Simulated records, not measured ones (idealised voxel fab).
The following process module bears the name voxel capacitor over wiring.
The figure presents cross-section cut, which has a width of 175 nm and is divided into square cells with an edge length of 5 nm.
Cross-section spec: square-cell grid; bands listed top down; each band is one or more rows. Top height, bottom height, nm. Materials left to right, width each, nm. Single material + "everywhere" = fills band edge to edge. "empty" = empty. The level at which height equals 0 is the one under which the wafer, as it arrives, is entirely one material. No lower edge exists for the bottom band, which continues downward and is notated as in "z 0 and below". A width given as "30 to 40" starts at the first number in the band's top row and ends at the second number in its bottom row, shifting by an equal amount at every step from row to row. For the purposes of this document, the phrase "remained unchanged" attached to a step denotes that no cell within the cross-section was modified by that step. If an empty space has no open way to the top and is at least 8 cells in size, "Internal closed voids" lists it, written width x height at distance, where distance is measured from the left edge and every value is in nm. Heads up: the bit after the settings on a step's line is the simulator's remark on that step. You can add "overlay nm" to a step's line. For a step with a mask, it describes how far the mask lay to the right of its planned position, and a negative number describes a lay to the left.
Listed below are the process steps as planned
1,RECEIVE: material Si
2,CONFORMAL_DEP: material SiO2, thk nm 10
3,DIRECTIONAL_DEP: material TiN, thk nm 5
4,DIRECTIONAL_DEP: material W, thk nm 15
5,PATTERN: tone cover, mask id METAL_1, material resist, width nm 25, pitch nm 75, thk nm 20, overlay nm 0
6,DIRECTIONAL_ETCH: etch materials W, depth nm 15
7,DIRECTIONAL_ETCH: etch materials TiN, depth nm 5
8,STRIP: etch materials resist
9,CONFORMAL_DEP: material SiCN, thk nm 5
10,FILL_DEP: material lowk, thk nm 5
11,CMP: height nm 30
12,CONFORMAL_DEP: material SiCN, thk nm 5
13,DIRECTIONAL_DEP: material lowk, thk nm 10
14,DIRECTIONAL_DEP: material aC, thk nm 15
15,PATTERN: tone open, mask id PLUG_1, material resist, width nm 15, thk nm 35, overlay nm 0
16,DIRECTIONAL_ETCH: etch materials aC, depth nm 15
17,STRIP: etch materials resist
18,DIRECTIONAL_ETCH: etch materials lowk, depth nm 10
19,DIRECTIONAL_ETCH: etch materials SiCN, depth nm 5
20,STRIP: etch materials aC
21,EPI: material Ru, thk nm 10
22,EPI: material Ru, thk nm 5
23,DIRECTIONAL_DEP: material TiN, thk nm 5
24,DIRECTIONAL_DEP: material Al2O3, thk nm 5
25,DIRECTIONAL_DEP: material TiN, thk nm 5
26,MASKED_ETCH: tone cover, mask id UPPER_PLATE, width nm 55, etch materials TiN, depth nm 5, overlay nm 0
27,MASKED_ETCH: tone cover, mask id UPPER_PLATE, width nm 55, etch materials Al2O3, depth nm 5, overlay nm 0
28,PATTERN: tone cover, mask id LOWER_PLATE, material resist, width nm 55, thk nm 20, overlay nm 0
29,DIRECTIONAL_ETCH: etch materials TiN, depth nm 5
30,STRIP: etch materials resist
31,FILL_DEP: material SiO2, thk nm 20
32,CMP: height nm 75
33,PATTERN: tone open, mask id PLUG_2, material resist, width nm 15, thk nm 20, overlay nm 0
34,DIRECTIONAL_ETCH: etch materials SiO2, depth nm 15
35,STRIP: etch materials resist
36,CONFORMAL_DEP: material TiN, thk nm 5
37,FILL_DEP: material W, thk nm 5
38,CMP: height nm 75
39,CONFORMAL_DEP: material SiCN, thk nm 5
varied across the wafers: width nm of step 28. The plan shows the first wafer's value. All wafers start alike
The first of several wafers, as received after step 1, seen in section
> z 0 and below: Si everywhere
> Internal closed voids: none
The first of several wafers, seen in cross-section after the module's last step, step 39
> z 80 to 75: SiCN everywhere
> z 75 to 65: SiO2=55 / TiN=5 / W=5 / TiN=5 / SiO2=105
> z 65 to 55: SiO2=55 to 45 / TiN=15 to 55 / SiO2=105 to 75
> z 55 to 50: SiO2=45 / Al2O3=55 / SiO2=75
> z 50 to 45: SiO2=45 / TiN=55 / SiO2=75
> z 45 to 35: lowk=45 / Ru=15 / lowk=115
> z 35 to 30: SiCN=45 / Ru=15 / SiCN=115
> z 30 to 15: lowk=30 / SiCN=5 / W=25 / SiCN=5 / lowk=40 / SiCN=5 / W=25 / SiCN=5 / lowk=35
> z 15 to 10: SiCN=35 / TiN=25 / SiCN=50 / TiN=25 / SiCN=40
> z 10 to 0: SiO2 everywhere
> z 0 and below: Si everywhere
> Internal closed voids: none
Here we cross-sectioned the last of the wafers once the module was done
> z 80 to 75: SiCN everywhere
> z 75 to 65: SiO2=55 / TiN=5 / W=5 / TiN=5 / SiO2=105
> z 65 to 55: SiO2=55 to 45 / TiN=15 to 55 / SiO2=105 to 75
> z 55 to 50: SiO2=45 / Al2O3=55 / SiO2=75
> z 50 to 45: SiO2=35 / TiN=80 / SiO2=60
> z 45 to 35: lowk=45 / Ru=15 / lowk=115
> z 35 to 30: SiCN=45 / Ru=15 / SiCN=115
> z 30 to 15: lowk=30 / SiCN=5 / W=25 / SiCN=5 / lowk=40 / SiCN=5 / W=25 / SiCN=5 / lowk=35
> z 15 to 10: SiCN=35 / TiN=25 / SiCN=50 / TiN=25 / SiCN=40
> z 10 to 0: SiO2 everywhere
> z 0 and below: Si everywhere
> Internal closed voids: none
Every row in this table is a wafer at the end of the module, and it gives, for each of the materials, the cells that wafer has gained (+) or lost (-) since it was received, then its closed voids
width nm 55, +11 Al2O3, +9 Ru, +104 SiCN, +238 SiO2, +39 TiN, +32 W, +127 lowk, Internal closed voids: none
width nm 60, +11 Al2O3, +9 Ru, +104 SiCN, +237 SiO2, +40 TiN, +32 W, +127 lowk, Internal closed voids: none
width nm 65, +11 Al2O3, +9 Ru, +104 SiCN, +236 SiO2, +41 TiN, +32 W, +127 lowk, Internal closed voids: none
width nm 70, +11 Al2O3, +9 Ru, +104 SiCN, +235 SiO2, +42 TiN, +32 W, +127 lowk, Internal closed voids: none
width nm 75, +11 Al2O3, +9 Ru, +104 SiCN, +234 SiO2, +43 TiN, +32 W, +127 lowk, Internal closed voids: none
width nm 80, +11 Al2O3, +9 Ru, +104 SiCN, +233 SiO2, +44 TiN, +32 W, +127 lowk, Internal closed voids: none
